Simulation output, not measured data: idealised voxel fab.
voxel capacitor over wiring: a process module
Cross-section cut: width 175 nm, square cells of 5 nm.
Format of a cross-section: grid, square cells. Given as bands. Order: top down. Band: one or more rows of cells.
For a band, the entry starts with two heights in nm, that of the top and then that of the bottom, and carries on with the band's materials in order from left to right, each alongside its width in nm; the word "edge to edge" beside a single material means it fills the band edge to edge, and "blank" means empty space.
We count height from 0. Below that, the starting wafer is all one material. The lowest band never ends at the bottom but goes on down; see "0 -> down" for how that is written.
The expression "30->40" gives the width at the extremes of the band, the first number at its top row of cells and the second at its bottom row, with the width changing by equal amounts from each row to the next in between.
A step reported as "no alterations made" is a step in which no cell of the cross-section changed.
Look at "Closed void roster" for the closed voids: empty spaces with no open path to the top, sized 8 cells or up. Each is width x height at distance, distance from the left edge, all nm.
Post-settings text on a step line: simulator's own remark regarding the step.
When a step includes a mask, the "overlay nm" setting on its line states how far to the right of its planned place that mask lay, and negative values state how far to the left.
# This section lists the process steps that were planned
1) RECEIVE, material Si
2) CONFORMAL_DEP, material SiO2, thk nm 15
3) CONFORMAL_DEP, material SiCN, thk nm 5
4) DIRECTIONAL_DEP, material SiO2, thk nm 15
5) PATTERN, tone open, mask id METAL_1, material resist, width nm 25, pitch nm 80, thk nm 20, overlay nm 0
6) DIRECTIONAL_ETCH, etch materials SiO2, depth nm 15
7) DIRECTIONAL_ETCH, etch materials SiCN, depth nm 5
8) STRIP, etch materials resist
9) CONFORMAL_DEP, material TiN, thk nm 5
10) FILL_DEP, material W, thk nm 10
11) CMP, height nm 35
12) CONFORMAL_DEP, material SiCN, thk nm 5
13) DIRECTIONAL_DEP, material lowk, thk nm 20
14) DIRECTIONAL_DEP, material aC, thk nm 15
15) PATTERN, tone open, mask id PLUG_1, material resist, width nm 15, thk nm 35, overlay nm 0
16) DIRECTIONAL_ETCH, etch materials aC, depth nm 15
17) STRIP, etch materials resist
18) DIRECTIONAL_ETCH, etch materials lowk, depth nm 20
19) DIRECTIONAL_ETCH, etch materials SiCN, depth nm 5
20) STRIP, etch materials aC
21) EPI, material Ru, thk nm 10
22) EPI, material Ru, thk nm 10
23) EPI, material Ru, thk nm 5
24) DIRECTIONAL_DEP, material TiN, thk nm 10
25) DIRECTIONAL_DEP, material Al2O3, thk nm 5
26) DIRECTIONAL_DEP, material TiN, thk nm 5
27) PATTERN, tone cover, mask id UPPER_PLATE, material resist, width nm 60, thk nm 20, overlay nm 0
28) DIRECTIONAL_ETCH, etch materials TiN, depth nm 5
29) DIRECTIONAL_ETCH, etch materials Al2O3, depth nm 5
30) STRIP, etch materials resist
31) DIRECTIONAL_DEP, material aC, thk nm 10
32) PATTERN, tone cover, mask id LOWER_PLATE, material resist, width nm 70, thk nm 30, overlay nm 0
33) DIRECTIONAL_ETCH, etch materials aC, depth nm 10
34) STRIP, etch materials resist
35) DIRECTIONAL_ETCH, etch materials TiN, depth nm 10
36) STRIP, etch materials aC
37) FILL_DEP, material SiO2, thk nm 20
38) CMP, height nm 95
39) MASKED_ETCH, tone open, mask id PLUG_2, width nm 15, etch materials SiO2, depth nm 15, overlay nm 0
40) CONFORMAL_DEP, material TiN, thk nm 5
41) FILL_DEP, material Ru, thk nm 5
42) CMP, height nm 95
43) CONFORMAL_DEP, material SiCN, thk nm 5
# The first of a set of two wafers, run to plan
# Step 1 complete: cross-section of the wafer as received
0 -> down | Si edge to edge
Closed void roster: none
# Step 2 complete: cross-section through the wafer
15 -> 0 | SiO2 edge to edge
All layers under 0 are left as they were.
# Step 3 complete: cross-section through the wafer
20 -> 15 | SiCN edge to edge
All layers under 15 are left as they were.
# Step 4 complete: cross-section through the wafer
35 -> 20 | SiO2 edge to edge
All layers under 20 are left as they were.
# Step 5 complete: cross-section through the wafer
55 -> 35 | 35 of resist, 25 of blank, 55 of resist, 25 of blank, 35 of resist
All layers under 35 are left as they were.
# Step 6 complete: cross-section through the wafer
55 -> 35 | 35 of resist, 25 of blank, 55 of resist, 25 of blank, 35 of resist
35 -> 20 | 35 of SiO2, 25 of blank, 55 of SiO2, 25 of blank, 35 of SiO2
All layers under 20 are left as they were.
# Step 7 complete: cross-section through the wafer
55 -> 35 | 35 of resist, 25 of blank, 55 of resist, 25 of blank, 35 of resist
35 -> 20 | 35 of SiO2, 25 of blank, 55 of SiO2, 25 of blank, 35 of SiO2
20 -> 15 | 35 of SiCN, 25 of blank, 55 of SiCN, 25 of blank, 35 of SiCN
All layers under 15 are left as they were.
# Step 8 complete: cross-section through the wafer
35 -> 20 | 35 of SiO2, 25 of blank, 55 of SiO2, 25 of blank, 35 of SiO2
All layers under 20 are left as they were.
# Step 9 complete: cross-section through the wafer
40 -> 35 | 40 of TiN, 15 of blank, 65 of TiN, 15 of blank, 40 of TiN
35 -> 20 | 35 of SiO2, 5 of TiN, 15 of blank, 5 of TiN, 55 of SiO2, 5 of TiN, 15 of blank, 5 of TiN, 35 of SiO2
20 -> 15 | 35 of SiCN, 25 of TiN, 55 of SiCN, 25 of TiN, 35 of SiCN
All layers under 15 are left as they were.
# Step 10 complete: cross-section through the wafer
50 -> 40 | W edge to edge
40 -> 35 | 40 of TiN, 15 of W, 65 of TiN, 15 of W, 40 of TiN
35 -> 20 | 35 of SiO2, 5 of TiN, 15 of W, 5 of TiN, 55 of SiO2, 5 of TiN, 15 of W, 5 of TiN, 35 of SiO2
All layers under 20 are left as they were.
# Step 11 complete: cross-section through the wafer
35 -> 20 | 35 of SiO2, 5 of TiN, 15 of W, 5 of TiN, 55 of SiO2, 5 of TiN, 15 of W, 5 of TiN, 35 of SiO2
All layers under 20 are left as they were.
# Step 12 complete: cross-section through the wafer
40 -> 35 | SiCN edge to edge
All layers under 35 are left as they were.
# Step 13 complete: cross-section through the wafer
60 -> 40 | lowk edge to edge
All layers under 40 are left as they were.
# Step 14 complete: cross-section through the wafer
75 -> 60 | aC edge to edge
All layers under 60 are left as they were.
# Step 15 complete: cross-section through the wafer
110 -> 75 | 45 of resist, 15 of blank, 115 of resist
All layers under 75 are left as they were.
# Step 16 complete: cross-section through the wafer
95 -> 75 | 45 of resist, 15 of blank, 115 of resist
75 -> 60 | 45 of aC, 15 of blank, 115 of aC
All layers under 60 are left as they were.
# Step 17 complete: cross-section through the wafer
75 -> 60 | 45 of aC, 15 of blank, 115 of aC
All layers under 60 are left as they were.
# Step 18 complete: cross-section through the wafer
75 -> 60 | 45 of aC, 15 of blank, 115 of aC
60 -> 40 | 45 of lowk, 15 of blank, 115 of lowk
All layers under 40 are left as they were.
# Step 19 complete: cross-section through the wafer
75 -> 60 | 45 of aC, 15 of blank, 115 of aC
60 -> 40 | 45 of lowk, 15 of blank, 115 of lowk
40 -> 35 | 45 of SiCN, 15 of blank, 115 of SiCN
All layers under 35 are left as they were.
# Step 20 complete: cross-section through the wafer
60 -> 40 | 45 of lowk, 15 of blank, 115 of lowk
All layers under 40 are left as they were.
# Step 21 complete: cross-section through the wafer
60 -> 45 | 45 of lowk, 15 of blank, 115 of lowk
45 -> 40 | 45 of lowk, 15 of Ru, 115 of lowk
40 -> 35 | 45 of SiCN, 15 of Ru, 115 of SiCN
All layers under 35 are left as they were.
# Step 22 complete: cross-section through the wafer
60 -> 55 | 45 of lowk, 15 of blank, 115 of lowk
55 -> 40 | 45 of lowk, 15 of Ru, 115 of lowk
All layers under 40 are left as they were.
# Step 23 complete: cross-section through the wafer
60 -> 40 | 45 of lowk, 15 of Ru, 115 of lowk
All layers under 40 are left as they were.
# Step 24 complete: cross-section through the wafer
70 -> 60 | TiN edge to edge
All layers under 60 are left as they were.
# Step 25 complete: cross-section through the wafer
75 -> 70 | Al2O3 edge to edge
All layers under 70 are left as they were.
# Step 26 complete: cross-section through the wafer
80 -> 75 | TiN edge to edge
All layers under 75 are left as they were.
# Step 27 complete: cross-section through the wafer
100 -> 80 | 45 of blank, 60 of resist, 70 of blank
All layers under 80 are left as they were.
# Step 28 complete: cross-section through the wafer
100 -> 80 | 45 of blank, 60 of resist, 70 of blank
80 -> 75 | 45 of blank, 60 of TiN, 70 of blank
All layers under 75 are left as they were.
# Step 29 complete: cross-section through the wafer
100 -> 80 | 45 of blank, 60 of resist, 70 of blank
80 -> 75 | 45 of blank, 60 of TiN, 70 of blank
75 -> 70 | 45 of blank, 60 of Al2O3, 70 of blank
All layers under 70 are left as they were.
# Step 30 complete: cross-section through the wafer
80 -> 75 | 45 of blank, 60 of TiN, 70 of blank
All layers under 75 are left as they were.
# Step 31 complete: cross-section through the wafer
90 -> 80 | 45 of blank, 60 of aC, 70 of blank
80 -> 75 | 45 of aC, 60 of TiN, 70 of aC
75 -> 70 | 45 of aC, 60 of Al2O3, 70 of aC
All layers under 70 are left as they were.
# Step 32 complete: cross-section through the wafer
120 -> 90 | 40 of blank, 70 of resist, 65 of blank
90 -> 80 | 40 of blank, 5 of resist, 60 of aC, 5 of resist, 65 of blank
All layers under 80 are left as they were.
# Step 33 complete: cross-section through the wafer
110 -> 90 | 40 of blank, 70 of resist, 65 of blank
90 -> 80 | 40 of blank, 5 of resist, 60 of aC, 5 of resist, 65 of blank
80 -> 75 | 40 of blank, 5 of aC, 60 of TiN, 5 of aC, 65 of blank
75 -> 70 | 40 of blank, 5 of aC, 60 of Al2O3, 5 of aC, 65 of blank
All layers under 70 are left as they were.
# Step 34 complete: cross-section through the wafer
90 -> 80 | 45 of blank, 60 of aC, 70 of blank
All layers under 80 are left as they were.
# Step 35 complete: cross-section through the wafer
90 -> 80 | 45 of blank, 60 of aC, 70 of blank
80 -> 75 | 40 of blank, 5 of aC, 60 of TiN, 5 of aC, 65 of blank
75 -> 70 | 40 of blank, 5 of aC, 60 of Al2O3, 5 of aC, 65 of blank
70 -> 60 | 40 of blank, 70 of TiN, 65 of blank
All layers under 60 are left as they were.
# Step 36 complete: cross-section through the wafer
80 -> 75 | 45 of blank, 60 of TiN, 70 of blank
75 -> 70 | 45 of blank, 60 of Al2O3, 70 of blank
All layers under 70 are left as they were.
# Step 37 complete: cross-section through the wafer
100 -> 80 | SiO2 edge to edge
80 -> 75 | 45 of SiO2, 60 of TiN, 70 of SiO2
75 -> 70 | 45 of SiO2, 60 of Al2O3, 70 of SiO2
70 -> 60 | 40 of SiO2, 70 of TiN, 65 of SiO2
All layers under 60 are left as they were.
# Step 38 complete: cross-section through the wafer
95 -> 80 | SiO2 edge to edge
All layers under 80 are left as they were.
# Step 39 complete: cross-section through the wafer
95 -> 80 | 55 of SiO2, 15 of blank, 105 of SiO2
All layers under 80 are left as they were.
# Step 40 complete: cross-section through the wafer
100 -> 95 | 60 of TiN, 5 of blank, 110 of TiN
95 -> 85 | 55 of SiO2, 5 of TiN, 5 of blank, 5 of TiN, 105 of SiO2
85 -> 75 | 55->45 of SiO2, 15->60 of TiN, 105->70 of SiO2
All layers under 75 are left as they were.
# Step 41 complete: cross-section through the wafer
105 -> 100 | Ru edge to edge
100 -> 95 | 60 of TiN, 5 of Ru, 110 of TiN
95 -> 85 | 55 of SiO2, 5 of TiN, 5 of Ru, 5 of TiN, 105 of SiO2
All layers under 85 are left as they were.
# Step 42 complete: cross-section through the wafer
95 -> 85 | 55 of SiO2, 5 of TiN, 5 of Ru, 5 of TiN, 105 of SiO2
All layers under 85 are left as they were.
# Step 43 complete: cross-section through the wafer
100 -> 95 | SiCN edge to edge
All layers under 95 are left as they were.
# Second wafer, same starting state and plan as the first, one mistake in the run, identical through step 4
# Second wafer, cut view, end of step 5 per plan
55 -> 35 | 35 of resist, 30 of blank, 50 of resist, 30 of blank, 30 of resist
All layers under 35 are left as they were.
# Second wafer, cut view, end of step 6 per plan
55 -> 35 | 35 of resist, 30 of blank, 50 of resist, 30 of blank, 30 of resist
35 -> 20 | 35 of SiO2, 30 of blank, 50 of SiO2, 30 of blank, 30 of SiO2
All layers under 20 are left as they were.
# Second wafer, cut view, end of step 7 per plan
55 -> 35 | 35 of resist, 30 of blank, 50 of resist, 30 of blank, 30 of resist
35 -> 20 | 35 of SiO2, 30 of blank, 50 of SiO2, 30 of blank, 30 of SiO2
20 -> 15 | 35 of SiCN, 30 of blank, 50 of SiCN, 30 of blank, 30 of SiCN
All layers under 15 are left as they were.
# Second wafer, cut view, end of step 8 per plan
35 -> 20 | 35 of SiO2, 30 of blank, 50 of SiO2, 30 of blank, 30 of SiO2
All layers under 20 are left as they were.
# Second wafer, cut view, end of step 9 per plan
40 -> 35 | 40 of TiN, 20 of blank, 60 of TiN, 20 of blank, 35 of TiN
35 -> 20 | 35 of SiO2, 5 of TiN, 20 of blank, 5 of TiN, 50 of SiO2, 5 of TiN, 20 of blank, 5 of TiN, 30 of SiO2
20 -> 15 | 35 of SiCN, 30 of TiN, 50 of SiCN, 30 of TiN, 30 of SiCN
All layers under 15 are left as they were.
# Second wafer, cut view, end of step 10 per plan
50 -> 40 | W edge to edge
40 -> 35 | 40 of TiN, 20 of W, 60 of TiN, 20 of W, 35 of TiN
35 -> 20 | 35 of SiO2, 5 of TiN, 20 of W, 5 of TiN, 50 of SiO2, 5 of TiN, 20 of W, 5 of TiN, 30 of SiO2
All layers under 20 are left as they were.
# Second wafer, cut view, end of step 11 per plan
35 -> 20 | 35 of SiO2, 5 of TiN, 20 of W, 5 of TiN, 50 of SiO2, 5 of TiN, 20 of W, 5 of TiN, 30 of SiO2
All layers under 20 are left as they were.
# Second wafer, cut view, end of step 12 per plan
40 -> 35 | SiCN edge to edge
All layers under 35 are left as they were.
# Second wafer, cut view, end of step 13 per plan
60 -> 40 | lowk edge to edge
All layers under 40 are left as they were.
# Second wafer, cut view, end of step 14 per plan
75 -> 60 | aC edge to edge
All layers under 60 are left as they were.
# Second wafer, cut view, end of step 15 per plan
110 -> 75 | 45 of resist, 15 of blank, 115 of resist
All layers under 75 are left as they were.
# Second wafer, cut view, end of step 16 per plan
95 -> 75 | 45 of resist, 15 of blank, 115 of resist
75 -> 60 | 45 of aC, 15 of blank, 115 of aC
All layers under 60 are left as they were.
# Second wafer, cut view, end of step 17 per plan
75 -> 60 | 45 of aC, 15 of blank, 115 of aC
All layers under 60 are left as they were.
# Second wafer, cut view, end of step 18 per plan
75 -> 60 | 45 of aC, 15 of blank, 115 of aC
60 -> 40 | 45 of lowk, 15 of blank, 115 of lowk
All layers under 40 are left as they were.
# Second wafer, cut view, end of step 19 per plan
75 -> 60 | 45 of aC, 15 of blank, 115 of aC
60 -> 40 | 45 of lowk, 15 of blank, 115 of lowk
40 -> 35 | 45 of SiCN, 15 of blank, 115 of SiCN
All layers under 35 are left as they were.
# Second wafer, cut view, end of step 20 per plan
60 -> 40 | 45 of lowk, 15 of blank, 115 of lowk
All layers under 40 are left as they were.
# Second wafer, cut view, end of step 21 per plan
60 -> 45 | 45 of lowk, 15 of blank, 115 of lowk
45 -> 40 | 45 of lowk, 15 of Ru, 115 of lowk
40 -> 35 | 45 of SiCN, 15 of Ru, 115 of SiCN
All layers under 35 are left as they were.
# Second wafer, cut view, end of step 22 per plan
60 -> 55 | 45 of lowk, 15 of blank, 115 of lowk
55 -> 40 | 45 of lowk, 15 of Ru, 115 of lowk
All layers under 40 are left as they were.
# Second wafer, cut view, end of step 23 per plan
60 -> 40 | 45 of lowk, 15 of Ru, 115 of lowk
All layers under 40 are left as they were.
# Second wafer, cut view, end of step 24 per plan
70 -> 60 | TiN edge to edge
All layers under 60 are left as they were.
# Second wafer, cut view, end of step 25 per plan
75 -> 70 | Al2O3 edge to edge
All layers under 70 are left as they were.
# Second wafer, cut view, end of step 26 per plan
80 -> 75 | TiN edge to edge
All layers under 75 are left as they were.
# Second wafer, cut view, end of step 27 per plan
100 -> 80 | 45 of blank, 60 of resist, 70 of blank
All layers under 80 are left as they were.
# Second wafer, cut view, end of step 28 per plan
100 -> 80 | 45 of blank, 60 of resist, 70 of blank
80 -> 75 | 45 of blank, 60 of TiN, 70 of blank
All layers under 75 are left as they were.
# Second wafer, cut view, end of step 29 per plan
100 -> 80 | 45 of blank, 60 of resist, 70 of blank
80 -> 75 | 45 of blank, 60 of TiN, 70 of blank
75 -> 70 | 45 of blank, 60 of Al2O3, 70 of blank
All layers under 70 are left as they were.
# Second wafer, cut view, end of step 30 per plan
80 -> 75 | 45 of blank, 60 of TiN, 70 of blank
All layers under 75 are left as they were.
# Second wafer, cut view, end of step 31 per plan
90 -> 80 | 45 of blank, 60 of aC, 70 of blank
80 -> 75 | 45 of aC, 60 of TiN, 70 of aC
75 -> 70 | 45 of aC, 60 of Al2O3, 70 of aC
All layers under 70 are left as they were.
# Second wafer, cut view, end of step 32 per plan
120 -> 90 | 40 of blank, 70 of resist, 65 of blank
90 -> 80 | 40 of blank, 5 of resist, 60 of aC, 5 of resist, 65 of blank
All layers under 80 are left as they were.
# Second wafer, cut view, end of step 33 per plan
110 -> 90 | 40 of blank, 70 of resist, 65 of blank
90 -> 80 | 40 of blank, 5 of resist, 60 of aC, 5 of resist, 65 of blank
80 -> 75 | 40 of blank, 5 of aC, 60 of TiN, 5 of aC, 65 of blank
75 -> 70 | 40 of blank, 5 of aC, 60 of Al2O3, 5 of aC, 65 of blank
All layers under 70 are left as they were.
# Second wafer, cut view, end of step 34 per plan
90 -> 80 | 45 of blank, 60 of aC, 70 of blank
All layers under 80 are left as they were.
# Second wafer, cut view, end of step 35 per plan
90 -> 80 | 45 of blank, 60 of aC, 70 of blank
80 -> 75 | 40 of blank, 5 of aC, 60 of TiN, 5 of aC, 65 of blank
75 -> 70 | 40 of blank, 5 of aC, 60 of Al2O3, 5 of aC, 65 of blank
70 -> 60 | 40 of blank, 70 of TiN, 65 of blank
All layers under 60 are left as they were.
# Second wafer, cut view, end of step 36 per plan
80 -> 75 | 45 of blank, 60 of TiN, 70 of blank
75 -> 70 | 45 of blank, 60 of Al2O3, 70 of blank
All layers under 70 are left as they were.
# Second wafer, cut view, end of step 37 per plan
100 -> 80 | SiO2 edge to edge
80 -> 75 | 45 of SiO2, 60 of TiN, 70 of SiO2
75 -> 70 | 45 of SiO2, 60 of Al2O3, 70 of SiO2
70 -> 60 | 40 of SiO2, 70 of TiN, 65 of SiO2
All layers under 60 are left as they were.
# Second wafer, cut view, end of step 38 per plan
95 -> 80 | SiO2 edge to edge
All layers under 80 are left as they were.
# Second wafer, cut view, end of step 39 per plan
95 -> 80 | 55 of SiO2, 15 of blank, 105 of SiO2
All layers under 80 are left as they were.
# Second wafer, cut view, end of step 40 per plan
100 -> 95 | 60 of TiN, 5 of blank, 110 of TiN
95 -> 85 | 55 of SiO2, 5 of TiN, 5 of blank, 5 of TiN, 105 of SiO2
85 -> 75 | 55->45 of SiO2, 15->60 of TiN, 105->70 of SiO2
All layers under 75 are left as they were.
# Second wafer, cut view, end of step 41 per plan
105 -> 100 | Ru edge to edge
100 -> 95 | 60 of TiN, 5 of Ru, 110 of TiN
95 -> 85 | 55 of SiO2, 5 of TiN, 5 of Ru, 5 of TiN, 105 of SiO2
All layers under 85 are left as they were.
# Second wafer, cut view, end of step 42 per plan
95 -> 85 | 55 of SiO2, 5 of TiN, 5 of Ru, 5 of TiN, 105 of SiO2
All layers under 85 are left as they were.
# Second wafer, cut view, end of step 43 per plan
100 -> 95 | SiCN edge to edge
All layers under 95 are left as they were.
Heads up, the wafer didn't run the way we planned it: step 5: run off-plan, actual operation and settings PATTERN, tone open, mask id METAL_1, material resist, width nm 30, pitch nm 80, thk nm 20, overlay nm 0
Upon completion, the second wafer contains, in terms of cells, a greater or smaller amount of certain materials than the first wafer: 2 fewer of SiCN, 6 fewer of SiO2, 2 more of TiN, 6 more of W
